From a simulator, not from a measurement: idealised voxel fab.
process module | voxel released beams
cross-section cut | 150 nm wide | cells 5 nm
A cross-section is a grid of square cells, given in bands from the top down. A band is one or more rows of cells.
Each band's line starts with the height of the band's top and of its bottom, in nm. Then come its materials from left to right, each with its width in nm. One material with "throughout" fills the band from edge to edge. "air" is empty space.
Height 0 is the level under which the wafer as received is all one material. The lowest band goes on downwards, as in "0 down".
A width such as "30 to 40" changes by the same amount from each row of cells to the next, from the band's top row to its bottom row.
"no change" after a step means that no cell of the cross-section changed.
closed voids: empty space of 8 cells or more with no open way to the top, each as width x height at its distance from the left edge, in nm
after a step's settings: what the simulator itself notes on the step
overlay nm, on a step with a mask: how far to the right of its planned place the mask lay; to the left if negative
plan
1 op RECEIVE | material Si
2 op CONFORMAL_DEP | material Al2O3 | thk nm 10
3 op DIRECTIONAL_DEP | material SiO2 | thk nm 10
4 op PATTERN | tone open | mask id ANCHOR | material resist | width nm 35 | thk nm 15 | overlay nm 0
5 op DIRECTIONAL_ETCH | etch materials SiO2 | depth nm 10
6 op STRIP | etch materials resist
7 op CONFORMAL_DEP | material polySi | thk nm 10
8 op MASKED_ETCH | tone cover | mask id BEAM | width nm 80 | etch materials polySi | depth nm 10 | overlay nm 0
9 op STRIP | etch materials SiO2
first wafer, as planned
as received, after step 1
  0 down: Si throughout
  closed voids: none
after step 2
  10 to 0: Al2O3 throughout
  below 0: unchanged
after step 3
  20 to 10: SiO2 throughout
  below 10: unchanged
after step 4
  35 to 20: resist 35 | air 35 | resist 80
  below 20: unchanged
after step 5
  35 to 20: resist 35 | air 35 | resist 80
  20 to 10: SiO2 35 | air 35 | SiO2 80
  below 10: unchanged
after step 6
  20 to 10: SiO2 35 | air 35 | SiO2 80
  below 10: unchanged
after step 7
  30 to 20: polySi 45 | air 15 | polySi 90
  20 to 10: SiO2 35 | polySi 35 | SiO2 80
  below 10: unchanged
after step 8
  30 to 20: air 30 | polySi 15 | air 15 | polySi 50 | air 40
  below 20: unchanged
after step 9
  30 to 20: air 30 | polySi 15 | air 15 | polySi 50 | air 40
  20 to 10: air 35 | polySi 35 | air 80
  below 10: unchanged
second wafer: like start, like plan, one mistake. Through step 1 it matches the first wafer
when step 2 should have ended
  15 to 0: Al2O3 throughout
  below 0: unchanged
when step 3 should have ended
  25 to 15: SiO2 throughout
  below 15: unchanged
when step 4 should have ended
  40 to 25: resist 35 | air 35 | resist 80
  below 25: unchanged
when step 5 should have ended
  40 to 25: resist 35 | air 35 | resist 80
  25 to 15: SiO2 35 | air 35 | SiO2 80
  below 15: unchanged
when step 6 should have ended
  25 to 15: SiO2 35 | air 35 | SiO2 80
  below 15: unchanged
when step 7 should have ended
  35 to 25: polySi 45 | air 15 | polySi 90
  25 to 15: SiO2 35 | polySi 35 | SiO2 80
  below 15: unchanged
when step 8 should have ended
  35 to 25: air 30 | polySi 15 | air 15 | polySi 50 | air 40
  below 25: unchanged
when step 9 should have ended
  35 to 25: air 30 | polySi 15 | air 15 | polySi 50 | air 40
  25 to 15: air 35 | polySi 35 | air 80
  below 15: unchanged
what went wrong: step 2 ran as: op CONFORMAL_DEP | material Al2O3 | thk nm 15
at the end the second wafer has, in cells: 30 more of Al2O3
